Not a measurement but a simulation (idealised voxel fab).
Process module under the name voxel capacitor over wiring
The width of the displayed cross-section, cut, is 280 nm; its cells are square, with a size of 5 nm.
For the purposes of this document, a cross-section shall be understood as a grid of square cells, specified as bands listed in top-to-bottom order, each band consisting of one or more rows of cells.
For a band, the entry starts with two heights in nm, that of the top and then that of the bottom, and carries on with the band's materials in order from left to right, each alongside its width in nm; the word "throughout" beside a single material means it fills the band edge to edge, and "empty" means empty space.
Ref level 0: as-received wafer is one material below here. Bottom band extends down with no lower bound ("z 0 and below").
A width given as "30->40" starts at the first number in the band's top row and ends at the second number in its bottom row, shifting by an equal amount at every step from row to row.
"changes: none" after a step means that no cell of the cross-section changed.
The entry "Unvented cavities" lists the empty spaces that cover at least 8 cells and have no open path to the top. Each is written as width x height at distance, where the distance is measured from the left edge and all three values are in nm.
Text after the settings on a step's line: the simulator's own remark on that step.
overlay nm: where the mask lay relative to plan, measured to the right, on steps with a mask; negatives go left.

### The planned process steps are enumerated hereunder
1 RECEIVE [material Si]
2 CONFORMAL_DEP [material SiO2] [thk nm 15]
3 CONFORMAL_DEP [material SiCN] [thk nm 5]
4 DIRECTIONAL_DEP [material lowk] [thk nm 25]
5 PATTERN [tone open] [mask id METAL_1] [material resist] [width nm 20] [pitch nm 90] [thk nm 15] [overlay nm 0]
6 DIRECTIONAL_ETCH [etch materials lowk] [depth nm 25]
7 DIRECTIONAL_ETCH [etch materials SiCN] [depth nm 5]
8 STRIP [etch materials resist]
9 CONFORMAL_DEP [material TiN] [thk nm 5]
10 FILL_DEP [material W] [thk nm 5]
11 CMP [height nm 45]
12 EPI [material Ru] [thk nm 5]
13 FILL_DEP [material SiCN] [thk nm 5]
14 DIRECTIONAL_DEP [material SiO2] [thk nm 20]
15 MASKED_ETCH [tone open] [mask id PLUG_1] [width nm 15] [etch materials SiO2] [depth nm 20] [overlay nm 0]
16 MASKED_ETCH [tone open] [mask id PLUG_1] [width nm 15] [etch materials SiCN] [depth nm 5] [overlay nm 0]
17 CONFORMAL_DEP [material TiN] [thk nm 5]
18 FILL_DEP [material W] [thk nm 10]
19 CMP [height nm 75]
20 DIRECTIONAL_DEP [material TiN] [thk nm 5]
21 DIRECTIONAL_DEP [material SiN] [thk nm 5]
22 DIRECTIONAL_DEP [material TiN] [thk nm 5]
23 MASKED_ETCH [tone cover] [mask id UPPER_PLATE] [width nm 75] [etch materials TiN] [depth nm 5] [overlay nm 0]
24 MASKED_ETCH [tone cover] [mask id UPPER_PLATE] [width nm 75] [etch materials SiN] [depth nm 5] [overlay nm 0]
25 MASKED_ETCH [tone cover] [mask id LOWER_PLATE] [width nm 85] [etch materials TiN] [depth nm 5] [overlay nm 0]
26 FILL_DEP [material SiO2] [thk nm 20]
27 CMP [height nm 105]
28 PATTERN [tone open] [mask id PLUG_2] [material resist] [width nm 15] [thk nm 15] [overlay nm 0]
29 DIRECTIONAL_ETCH [etch materials SiO2] [depth nm 15]
30 STRIP [etch materials resist]
31 CONFORMAL_DEP [material TiN] [thk nm 5]
32 FILL_DEP [material W] [thk nm 10]
33 CMP [height nm 105]
34 CONFORMAL_DEP [material SiN] [thk nm 5]

### First of the two wafers, run per plan

### Cross-section of the wafer as it came to us, i.e., already through step 1
	z 0 and below: Si throughout
	Unvented cavities: none

### Cross-section through the wafer, step 2 finished
	z 15 to 0: SiO2 throughout
	Rest of section, below 0: as before.

### Cross-section through the wafer, step 3 finished
	z 20 to 15: SiCN throughout
	Rest of section, below 15: as before.

### Cross-section through the wafer, step 4 finished
	z 45 to 20: lowk throughout
	Rest of section, below 20: as before.

### Cross-section through the wafer, step 5 finished
	z 60 to 45: resist=85  empty=20  resist=70  empty=20  resist=85
	Rest of section, below 45: as before.

### Cross-section through the wafer, step 6 finished
	z 60 to 45: resist=85  empty=20  resist=70  empty=20  resist=85
	z 45 to 20: lowk=85  empty=20  lowk=70  empty=20  lowk=85
	Rest of section, below 20: as before.

### Cross-section through the wafer, step 7 finished
	z 60 to 45: resist=85  empty=20  resist=70  empty=20  resist=85
	z 45 to 20: lowk=85  empty=20  lowk=70  empty=20  lowk=85
	z 20 to 15: SiCN=85  empty=20  SiCN=70  empty=20  SiCN=85
	Rest of section, below 15: as before.

### Cross-section through the wafer, step 8 finished
	z 45 to 20: lowk=85  empty=20  lowk=70  empty=20  lowk=85
	Rest of section, below 20: as before.

### Cross-section through the wafer, step 9 finished
	z 50 to 45: TiN=90  empty=10  TiN=80  empty=10  TiN=90
	z 45 to 20: lowk=85  TiN=5  empty=10  TiN=5  lowk=70  TiN=5  empty=10  TiN=5  lowk=85
	z 20 to 15: SiCN=85  TiN=20  SiCN=70  TiN=20  SiCN=85
	Rest of section, below 15: as before.

### Cross-section through the wafer, step 10 finished
	z 55 to 50: W throughout
	z 50 to 45: TiN=90  W=10  TiN=80  W=10  TiN=90
	z 45 to 20: lowk=85  TiN=5  W=10  TiN=5  lowk=70  TiN=5  W=10  TiN=5  lowk=85
	Rest of section, below 20: as before.

### Cross-section through the wafer, step 11 finished
	z 45 to 20: lowk=85  TiN=5  W=10  TiN=5  lowk=70  TiN=5  W=10  TiN=5  lowk=85
	Rest of section, below 20: as before.

### Cross-section through the wafer, step 12 finished
	z 50 to 45: empty=80  Ru=30  empty=60  Ru=30  empty=80
	Rest of section, below 45: as before.

### Cross-section through the wafer, step 13 finished
	z 55 to 50: SiCN throughout
	z 50 to 45: SiCN=80  Ru=30  SiCN=60  Ru=30  SiCN=80
	Rest of section, below 45: as before.

### Cross-section through the wafer, step 14 finished
	z 75 to 55: SiO2 throughout
	Rest of section, below 55: as before.

### Cross-section through the wafer, step 15 finished
	z 75 to 55: SiO2=90  empty=15  SiO2=175
	Rest of section, below 55: as before.

### Cross-section through the wafer, step 16 finished
	z 75 to 55: SiO2=90  empty=15  SiO2=175
	z 55 to 50: SiCN=90  empty=15  SiCN=175
	Rest of section, below 50: as before.

### Cross-section through the wafer, step 17 finished
	z 80 to 75: TiN=95  empty=5  TiN=180
	z 75 to 55: SiO2=90  TiN=5  empty=5  TiN=5  SiO2=175
	z 55 to 50: SiCN=90  TiN=15  SiCN=175
	Rest of section, below 50: as before.

### Cross-section through the wafer, step 18 finished
	z 90 to 80: W throughout
	z 80 to 75: TiN=95  W=5  TiN=180
	z 75 to 55: SiO2=90  TiN=5  W=5  TiN=5  SiO2=175
	Rest of section, below 55: as before.

### Cross-section through the wafer, step 19 finished
	z 75 to 55: SiO2=90  TiN=5  W=5  TiN=5  SiO2=175
	Rest of section, below 55: as before.

### Cross-section through the wafer, step 20 finished
	z 80 to 75: TiN throughout
	Rest of section, below 75: as before.

### Cross-section through the wafer, step 21 finished
	z 85 to 80: SiN throughout
	Rest of section, below 80: as before.

### Cross-section through the wafer, step 22 finished
	z 90 to 85: TiN throughout
	Rest of section, below 85: as before.

### Cross-section through the wafer, step 23 finished
	z 90 to 85: empty=90  TiN=75  empty=115
	Rest of section, below 85: as before.

### Cross-section through the wafer, step 24 finished
	z 90 to 85: empty=90  TiN=75  empty=115
	z 85 to 80: empty=90  SiN=75  empty=115
	Rest of section, below 80: as before.

### Cross-section through the wafer, step 25 finished
	z 90 to 85: empty=90  TiN=75  empty=115
	z 85 to 80: empty=90  SiN=75  empty=115
	z 80 to 75: empty=85  TiN=85  empty=110
	Rest of section, below 75: as before.

### Cross-section through the wafer, step 26 finished
	z 110 to 90: SiO2 throughout
	z 90 to 85: SiO2=90  TiN=75  SiO2=115
	z 85 to 80: SiO2=90  SiN=75  SiO2=115
	z 80 to 75: SiO2=85  TiN=85  SiO2=110
	Rest of section, below 75: as before.

### Cross-section through the wafer, step 27 finished
	z 105 to 90: SiO2 throughout
	Rest of section, below 90: as before.

### Cross-section through the wafer, step 28 finished
	z 120 to 105: resist=100  empty=15  resist=165
	Rest of section, below 105: as before.

### Cross-section through the wafer, step 29 finished
	z 120 to 105: resist=100  empty=15  resist=165
	z 105 to 90: SiO2=100  empty=15  SiO2=165
	Rest of section, below 90: as before.

### Cross-section through the wafer, step 30 finished
	z 105 to 90: SiO2=100  empty=15  SiO2=165
	Rest of section, below 90: as before.

### Cross-section through the wafer, step 31 finished
	z 110 to 105: TiN=105  empty=5  TiN=170
	z 105 to 95: SiO2=100  TiN=5  empty=5  TiN=5  SiO2=165
	z 95 to 85: SiO2=100->90  TiN=15->75  SiO2=165->115
	Rest of section, below 85: as before.

### Cross-section through the wafer, step 32 finished
	z 120 to 110: W throughout
	z 110 to 105: TiN=105  W=5  TiN=170
	z 105 to 95: SiO2=100  TiN=5  W=5  TiN=5  SiO2=165
	Rest of section, below 95: as before.

### Cross-section through the wafer, step 33 finished
	z 105 to 95: SiO2=100  TiN=5  W=5  TiN=5  SiO2=165
	Rest of section, below 95: as before.

### Cross-section through the wafer, step 34 finished
	z 110 to 105: SiN throughout
	Rest of section, below 105: as before.

### Second wafer, same starting state and plan as the first, one mistake in the run, identical through step 2

### The second wafer cut through, at the time step 3 was supposed to be finished
	z 40 to 15: lowk throughout
	Rest of section, below 15: as before.

### The second wafer cut through, at the time step 4 was supposed to be finished
	z 45 to 40: SiCN throughout
	Rest of section, below 40: as before.

### The second wafer cut through, at the time step 5 was supposed to be finished
	z 60 to 45: resist=85  empty=20  resist=70  empty=20  resist=85
	Rest of section, below 45: as before.

The second wafer cut through, at the time step 6 was supposed to be finished: changes: none

### The second wafer cut through, at the time step 7 was supposed to be finished
	z 60 to 45: resist=85  empty=20  resist=70  empty=20  resist=85
	z 45 to 40: SiCN=85  empty=20  SiCN=70  empty=20  SiCN=85
	Rest of section, below 40: as before.

### The second wafer cut through, at the time step 8 was supposed to be finished
	z 45 to 40: SiCN=85  empty=20  SiCN=70  empty=20  SiCN=85
	Rest of section, below 40: as before.

### The second wafer cut through, at the time step 9 was supposed to be finished
	z 50 to 45: TiN=90  empty=10  TiN=80  empty=10  TiN=90
	z 45 to 40: SiCN=85  TiN=20  SiCN=70  TiN=20  SiCN=85
	Rest of section, below 40: as before.

### The second wafer cut through, at the time step 10 was supposed to be finished
	z 55 to 50: W throughout
	z 50 to 45: TiN=90  W=10  TiN=80  W=10  TiN=90
	Rest of section, below 45: as before.

### The second wafer cut through, at the time step 11 was supposed to be finished
	z 45 to 40: SiCN=85  TiN=20  SiCN=70  TiN=20  SiCN=85
	Rest of section, below 40: as before.

### The second wafer cut through, at the time step 12 was supposed to be finished
	z 50 to 45: empty=80  Ru=30  empty=60  Ru=30  empty=80
	Rest of section, below 45: as before.

### The second wafer cut through, at the time step 13 was supposed to be finished
	z 55 to 50: SiCN throughout
	z 50 to 45: SiCN=80  Ru=30  SiCN=60  Ru=30  SiCN=80
	Rest of section, below 45: as before.

### The second wafer cut through, at the time step 14 was supposed to be finished
	z 75 to 55: SiO2 throughout
	Rest of section, below 55: as before.

### The second wafer cut through, at the time step 15 was supposed to be finished
	z 75 to 55: SiO2=90  empty=15  SiO2=175
	Rest of section, below 55: as before.

### The second wafer cut through, at the time step 16 was supposed to be finished
	z 75 to 55: SiO2=90  empty=15  SiO2=175
	z 55 to 50: SiCN=90  empty=15  SiCN=175
	Rest of section, below 50: as before.

### The second wafer cut through, at the time step 17 was supposed to be finished
	z 80 to 75: TiN=95  empty=5  TiN=180
	z 75 to 55: SiO2=90  TiN=5  empty=5  TiN=5  SiO2=175
	z 55 to 50: SiCN=90  TiN=15  SiCN=175
	Rest of section, below 50: as before.

### The second wafer cut through, at the time step 18 was supposed to be finished
	z 90 to 80: W throughout
	z 80 to 75: TiN=95  W=5  TiN=180
	z 75 to 55: SiO2=90  TiN=5  W=5  TiN=5  SiO2=175
	Rest of section, below 55: as before.

### The second wafer cut through, at the time step 19 was supposed to be finished
	z 75 to 55: SiO2=90  TiN=5  W=5  TiN=5  SiO2=175
	Rest of section, below 55: as before.

### The second wafer cut through, at the time step 20 was supposed to be finished
	z 80 to 75: TiN throughout
	Rest of section, below 75: as before.

### The second wafer cut through, at the time step 21 was supposed to be finished
	z 85 to 80: SiN throughout
	Rest of section, below 80: as before.

### The second wafer cut through, at the time step 22 was supposed to be finished
	z 90 to 85: TiN throughout
	Rest of section, below 85: as before.

### The second wafer cut through, at the time step 23 was supposed to be finished
	z 90 to 85: empty=90  TiN=75  empty=115
	Rest of section, below 85: as before.

### The second wafer cut through, at the time step 24 was supposed to be finished
	z 90 to 85: empty=90  TiN=75  empty=115
	z 85 to 80: empty=90  SiN=75  empty=115
	Rest of section, below 80: as before.

### The second wafer cut through, at the time step 25 was supposed to be finished
	z 90 to 85: empty=90  TiN=75  empty=115
	z 85 to 80: empty=90  SiN=75  empty=115
	z 80 to 75: empty=85  TiN=85  empty=110
	Rest of section, below 75: as before.

### The second wafer cut through, at the time step 26 was supposed to be finished
	z 110 to 90: SiO2 throughout
	z 90 to 85: SiO2=90  TiN=75  SiO2=115
	z 85 to 80: SiO2=90  SiN=75  SiO2=115
	z 80 to 75: SiO2=85  TiN=85  SiO2=110
	Rest of section, below 75: as before.

### The second wafer cut through, at the time step 27 was supposed to be finished
	z 105 to 90: SiO2 throughout
	Rest of section, below 90: as before.

### The second wafer cut through, at the time step 28 was supposed to be finished
	z 120 to 105: resist=100  empty=15  resist=165
	Rest of section, below 105: as before.

### The second wafer cut through, at the time step 29 was supposed to be finished
	z 120 to 105: resist=100  empty=15  resist=165
	z 105 to 90: SiO2=100  empty=15  SiO2=165
	Rest of section, below 90: as before.

### The second wafer cut through, at the time step 30 was supposed to be finished
	z 105 to 90: SiO2=100  empty=15  SiO2=165
	Rest of section, below 90: as before.

### The second wafer cut through, at the time step 31 was supposed to be finished
	z 110 to 105: TiN=105  empty=5  TiN=170
	z 105 to 95: SiO2=100  TiN=5  empty=5  TiN=5  SiO2=165
	z 95 to 85: SiO2=100->90  TiN=15->75  SiO2=165->115
	Rest of section, below 85: as before.

### The second wafer cut through, at the time step 32 was supposed to be finished
	z 120 to 110: W throughout
	z 110 to 105: TiN=105  W=5  TiN=170
	z 105 to 95: SiO2=100  TiN=5  W=5  TiN=5  SiO2=165
	Rest of section, below 95: as before.

### The second wafer cut through, at the time step 33 was supposed to be finished
	z 105 to 95: SiO2=100  TiN=5  W=5  TiN=5  SiO2=165
	Rest of section, below 95: as before.

### The second wafer cut through, at the time step 34 was supposed to be finished
	z 110 to 105: SiN throughout
	Rest of section, below 105: as before.
Run error: steps 3 and 4 traded places in the executed sequence
End of process, cell counts, second wafer against first, materials with more or fewer: TiN -20, W -20, lowk +40
